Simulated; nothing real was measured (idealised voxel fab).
Process module in this document: voxel capacitor over wiring
Square cells of 5 nm make up the cross-section cut, whose width is 270 nm.
In what follows, cross-sections appear as grids of square cells, described through bands that run from the top down, where every band is one or more rows of cells. Per band: top height and bottom height in nm, followed by the left-to-right materials and their widths in nm; "everywhere" marks a single material spanning edge to edge, "blank" marks empty space. Heads up on the height convention: 0 is the point under which the incoming wafer is all one material, and the lowest band has no bottom, it just keeps going down, like "z 0 and below". Note: "30 to 40" means the width goes from the first number (top row of the band) to the second number (bottom row) in equal steps per row of cells. "nothing altered" means the step left every cell of the cross-section as it was. Closed empty spaces (no open way to the top) of 8 cells or more are what "Sealed void inventory" lists, each as width x height at distance from the left edge, nm for all three. Post-settings text on a step line: simulator's own remark regarding the step. overlay nm: for a step with a mask, the amount by which the mask lay right of where it was planned; a negative amount means left of it.

Planned process steps
1. RECEIVE with material Si
2. CONFORMAL_DEP with material SiO2, thk nm 15
3. DIRECTIONAL_DEP with material TiN, thk nm 5
4. DIRECTIONAL_DEP with material Ru, thk nm 25
5. PATTERN with tone cover, mask id METAL_1, material resist, width nm 20, pitch nm 75, thk nm 15, overlay nm 0
6. DIRECTIONAL_ETCH with etch materials Ru, depth nm 25
7. DIRECTIONAL_ETCH with etch materials TiN, depth nm 5
8. STRIP with etch materials resist
9. CONFORMAL_DEP with material SiN, thk nm 5
10. FILL_DEP with material lowk, thk nm 10
11. CMP with height nm 45
12. CONFORMAL_DEP with material SiCN, thk nm 5
13. DIRECTIONAL_DEP with material lowk, thk nm 10
14. DIRECTIONAL_DEP with material aC, thk nm 10
15. PATTERN with tone open, mask id PLUG_1, material resist, width nm 15, thk nm 25, overlay nm 0
16. DIRECTIONAL_ETCH with etch materials aC, depth nm 10
17. STRIP with etch materials resist
18. DIRECTIONAL_ETCH with etch materials lowk, depth nm 10
19. DIRECTIONAL_ETCH with etch materials SiCN, depth nm 5
20. STRIP with etch materials aC
21. CONFORMAL_DEP with material TiN, thk nm 5
22. FILL_DEP with material Ru, thk nm 10
23. CMP with height nm 60
24. DIRECTIONAL_DEP with material TiN, thk nm 10
25. DIRECTIONAL_DEP with material SiN, thk nm 5
26. DIRECTIONAL_DEP with material TiN, thk nm 10
27. PATTERN with tone cover, mask id UPPER_PLATE, material resist, width nm 60, thk nm 20, overlay nm 0
28. DIRECTIONAL_ETCH with etch materials TiN, depth nm 10
29. DIRECTIONAL_ETCH with etch materials SiN, depth nm 5
30. STRIP with etch materials resist
31. MASKED_ETCH with tone cover, mask id LOWER_PLATE, width nm 70, etch materials TiN, depth nm 10, overlay nm 0
32. FILL_DEP with material SiO2, thk nm 20
33. CMP with height nm 100
34. DIRECTIONAL_DEP with material aC, thk nm 10
35. PATTERN with tone open, mask id PLUG_2, material resist, width nm 15, thk nm 25, overlay nm 0
36. DIRECTIONAL_ETCH with etch materials aC, depth nm 10
37. STRIP with etch materials resist
38. DIRECTIONAL_ETCH with etch materials SiO2, depth nm 15
39. STRIP with etch materials aC
40. CONFORMAL_DEP with material TiN, thk nm 5
41. FILL_DEP with material Ru, thk nm 10
42. CMP with height nm 100
43. CONFORMAL_DEP with material SiN, thk nm 5

The cross-section here shows the wafer as received, i.e. in its state after step 1
* z 0 and below = Si everywhere
* Sealed void inventory: none

End state of the module in cross-section, given the above starting point and plan and one mistake in execution
* z 105 to 100 = SiN everywhere
* z 100 to 90 = 100 SiO2; 5 TiN; 5 Ru; 5 TiN; 155 SiO2
* z 90 to 85 = 100 SiO2; 15 TiN; 155 SiO2
* z 85 to 75 = 90 SiO2; 60 TiN; 120 SiO2
* z 75 to 70 = 90 SiO2; 60 SiN; 120 SiO2
* z 70 to 60 = 85 SiO2; 70 TiN; 115 SiO2
* z 60 to 50 = 85 lowk; 5 TiN; 15 Ru; 5 TiN; 160 lowk
* z 50 to 45 = 85 SiCN; 25 TiN; 160 SiCN
* z 45 to 20 = 80 lowk; 5 SiN; 20 Ru; 5 SiN; 45 lowk; 5 SiN; 20 Ru; 5 SiN; 85 lowk
* z 20 to 15 = 85 SiN; 20 TiN; 55 SiN; 20 TiN; 90 SiN
* z 15 to 0 = SiO2 everywhere
* z 0 and below = Si everywhere
* Sealed void inventory: none
What broke from the plan during processing? it should be noted that step 15 was executed with settings other than those planned, the operation and settings actually applied being PATTERN with tone open, mask id PLUG_1, material resist, width nm 25, thk nm 25, overlay nm 0
